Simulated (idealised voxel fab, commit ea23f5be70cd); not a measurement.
process module | voxel spacer lines
It is cross-section cut that appears here, measuring 175 nm in width, its square cells being 5 nm in size.
How to read a cross-section here: the picture is a grid of square cells, written as bands going from the top down, and any band can span one or more rows of cells.
Per band: top height and bottom height in nm, followed by the left-to-right materials and their widths in nm; "all across" marks a single material spanning edge to edge, "empty" marks empty space.
Where do heights start? At 0: under that level the wafer as delivered is made of one material only. And the lowest band has no floor; it just carries on downward, as in "0 nm and below".
Graded width ("30->40"): value in top row of band = first number; value in bottom row = second number; row-to-row change constant.
Given "stayed the same" for a step, no cell of the cross-section differs between before and after that step.
This entry, "Enclosed cavity list", enumerates those empty regions of no fewer than 8 cells that possess no open connection to the top. Each region is reported in the form width x height at distance, the distance being taken from the left edge, with all three quantities expressed in nm.
Past the settings on a step's line: simulator remark, on that step.
overlay nm: mask offset rightward from planned place, masked step; negative means leftward offset.

**Set out below are the planned steps of the process**
| 1 | op RECEIVE | material Si |
| 2 | op CONFORMAL_DEP | material Al2O3 | thk nm 10 |
| 3 | op DIRECTIONAL_DEP | material W | thk nm 15 |
| 4 | op DIRECTIONAL_DEP | material polySi | thk nm 25 |
| 5 | op PATTERN | tone cover | mask id MANDREL | material resist | width nm 20 | pitch nm 60 | thk nm 30 | overlay nm 0 |
| 6 | op DIRECTIONAL_ETCH | etch materials polySi | depth nm 25 |
| 7 | op STRIP | etch materials resist |
| 8 | op CONFORMAL_DEP | material SiN | thk nm 10 |
| 9 | op DIRECTIONAL_ETCH | etch materials SiN | depth nm 10 |
| 10 | op STRIP | etch materials polySi |
| 11 | op DIRECTIONAL_ETCH | etch materials W | depth nm 15 |
| 12 | op STRIP | etch materials SiN |
| 13 | op FILL_DEP | material SiO2 | thk nm 10 |
| 14 | op CMP | height nm 25 |

**This is the cross-section of the wafer as we received it, i.e. after step 1**
- 0 nm and below: Si all across
- Enclosed cavity list: none

**first wafer at the end, as planned**
- 25 nm to 10 nm: SiO2 (5); W (10); SiO2 (20); W (10); SiO2 (20); W (10); SiO2 (20); W (10); SiO2 (20); W (10); SiO2 (20); W (10); SiO2 (10)
- 10 nm to 0 nm: Al2O3 all across
- 0 nm and below: Si all across
- Enclosed cavity list: none

**This cross-section belongs to the second wafer of two at the end of the module; the start and the plan were shared with the first, and the run included one mistake**
- 30 nm to 25 nm: SiO2 all across
- 25 nm to 10 nm: SiO2 (5); W (10); SiO2 (20); W (10); SiO2 (20); W (10); SiO2 (20); W (10); SiO2 (20); W (10); SiO2 (20); W (10); SiO2 (10)
- 10 nm to 0 nm: Al2O3 all across
- 0 nm and below: Si all across
- Enclosed cavity list: none
Where did the run depart from the plan? step 14 went in with a setting other than planned; the actual run was op CMP | height nm 30
It is noted that, at the conclusion of processing, the second wafer exhibits a higher or lower cell count for certain materials relative to the first: SiO2: 35 more
